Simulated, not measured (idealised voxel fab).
A process module follows: voxel lift off.
Section shown: cut. Width: 285 nm. Cell size: 5 nm, square.
Think of the cross-section as a grid of square cells. We describe it in bands, top to bottom, and each band covers one or more rows of those cells. Top, bottom (nm), then materials left to right with widths (nm); lone material tagged "all across" fills the whole band edge to edge; "air" = empty space. Height datum 0, below which the as-received substrate wafer is one material. Lowest band open at the bottom, running downward: "from 0 down". The two numbers in a width such as "30 to 40" mark its ends across the band: the first belongs to the top row of cells, the second to the bottom row, and from each row to the next the width moves by the same amount. "nothing different" (step): cross-section cells unchanged, all of them. The label "Sealed voids" introduces a list of the empty spaces, 8 cells or larger, that have no open way up to the top; each entry in it reads width x height at distance, where the distance is taken from the left edge and all three are stated in nm. Formally, on a step line, whatever follows the settings is a remark that the simulator itself makes on the step. overlay nm, on a step with a mask: how far to the right of its planned place the mask lay; to the left if negative.

# The process steps that were planned are listed below
- 1: RECEIVE, material Si
- 2: CONFORMAL_DEP, material Al2O3, thk nm 5
- 3: PATTERN, tone open, mask id LINES, material resist, width nm 20, pitch nm 50, thk nm 20, overlay nm 0
- 4: DIRECTIONAL_DEP, material Ru, thk nm 10
- 5: STRIP, etch materials resist
- 6: CONFORMAL_DEP, material SiN, thk nm 5

# What follows covers the first of two wafers; it ran as planned

# Cross-section of the wafer upon arrival, representing the state reached after step 1
> from 0 down | Si all across
> Sealed voids: none

# Wafer xsec, post step 2
> from 5 to 0 | Al2O3 all across
> Beneath the level 0, the cross-section is identical to its previous state.

# Wafer xsec, post step 3
> from 25 to 5 | resist: 55, air: 20, resist: 30, air: 20, resist: 30, air: 20, resist: 30, air: 20, resist: 60
> Beneath the level 5, the cross-section is identical to its previous state.

# Wafer xsec, post step 4
> from 35 to 25 | Ru: 55, air: 20, Ru: 30, air: 20, Ru: 30, air: 20, Ru: 30, air: 20, Ru: 60
> from 25 to 15 | resist: 55, air: 20, resist: 30, air: 20, resist: 30, air: 20, resist: 30, air: 20, resist: 60
> from 15 to 5 | resist: 55, Ru: 20, resist: 30, Ru: 20, resist: 30, Ru: 20, resist: 30, Ru: 20, resist: 60
> Beneath the level 5, the cross-section is identical to its previous state.

# Wafer xsec, post step 5
> from 15 to 5 | air: 55, Ru: 20, air: 30, Ru: 20, air: 30, Ru: 20, air: 30, Ru: 20, air: 60
> Beneath the level 5, the cross-section is identical to its previous state.

# Wafer xsec, post step 6
> from 20 to 15 | air: 50, SiN: 30, air: 20, SiN: 30, air: 20, SiN: 30, air: 20, SiN: 30, air: 55
> from 15 to 10 | air: 50, SiN: 5, Ru: 20, SiN: 5, air: 20, SiN: 5, Ru: 20, SiN: 5, air: 20, SiN: 5, Ru: 20, SiN: 5, air: 20, SiN: 5, Ru: 20, SiN: 5, air: 55
> from 10 to 5 | SiN: 55, Ru: 20, SiN: 30, Ru: 20, SiN: 30, Ru: 20, SiN: 30, Ru: 20, SiN: 60
> Beneath the level 5, the cross-section is identical to its previous state.

# Second wafer, same starting conditions and recipe as the first, one mistake in executing it, nothing differs from the first up to and including step 2

# Second wafer cross-section, taken as of the time the plan sets for step 3 to be done
> from 25 to 5 | air: 55, resist: 20, air: 30, resist: 20, air: 30, resist: 20, air: 30, resist: 20, air: 60
> Beneath the level 5, the cross-section is identical to its previous state.

# Second wafer cross-section, taken as of the time the plan sets for step 4 to be done
> from 35 to 25 | air: 55, Ru: 20, air: 30, Ru: 20, air: 30, Ru: 20, air: 30, Ru: 20, air: 60
> from 25 to 15 | air: 55, resist: 20, air: 30, resist: 20, air: 30, resist: 20, air: 30, resist: 20, air: 60
> from 15 to 5 | Ru: 55, resist: 20, Ru: 30, resist: 20, Ru: 30, resist: 20, Ru: 30, resist: 20, Ru: 60
> Beneath the level 5, the cross-section is identical to its previous state.

# Second wafer cross-section, taken as of the time the plan sets for step 5 to be done
> from 15 to 5 | Ru: 55, air: 20, Ru: 30, air: 20, Ru: 30, air: 20, Ru: 30, air: 20, Ru: 60
> Beneath the level 5, the cross-section is identical to its previous state.

# Second wafer cross-section, taken as of the time the plan sets for step 6 to be done
> from 20 to 15 | SiN: 60, air: 10, SiN: 40, air: 10, SiN: 40, air: 10, SiN: 40, air: 10, SiN: 65
> from 15 to 10 | Ru: 55, SiN: 5, air: 10, SiN: 5, Ru: 30, SiN: 5, air: 10, SiN: 5, Ru: 30, SiN: 5, air: 10, SiN: 5, Ru: 30, SiN: 5, air: 10, SiN: 5, Ru: 60
> from 10 to 5 | Ru: 55, SiN: 20, Ru: 30, SiN: 20, Ru: 30, SiN: 20, Ru: 30, SiN: 20, Ru: 60
> Beneath the level 5, the cross-section is identical to its previous state.
Deviation from plan: note that step 3 departed from the planned setting and was carried out as PATTERN, tone cover, mask id LINES, material resist, width nm 20, pitch nm 50, thk nm 20, overlay nm 0
The final cell counts differ between the wafers, with the second having more or fewer of some materials than the first: Ru: 50 more
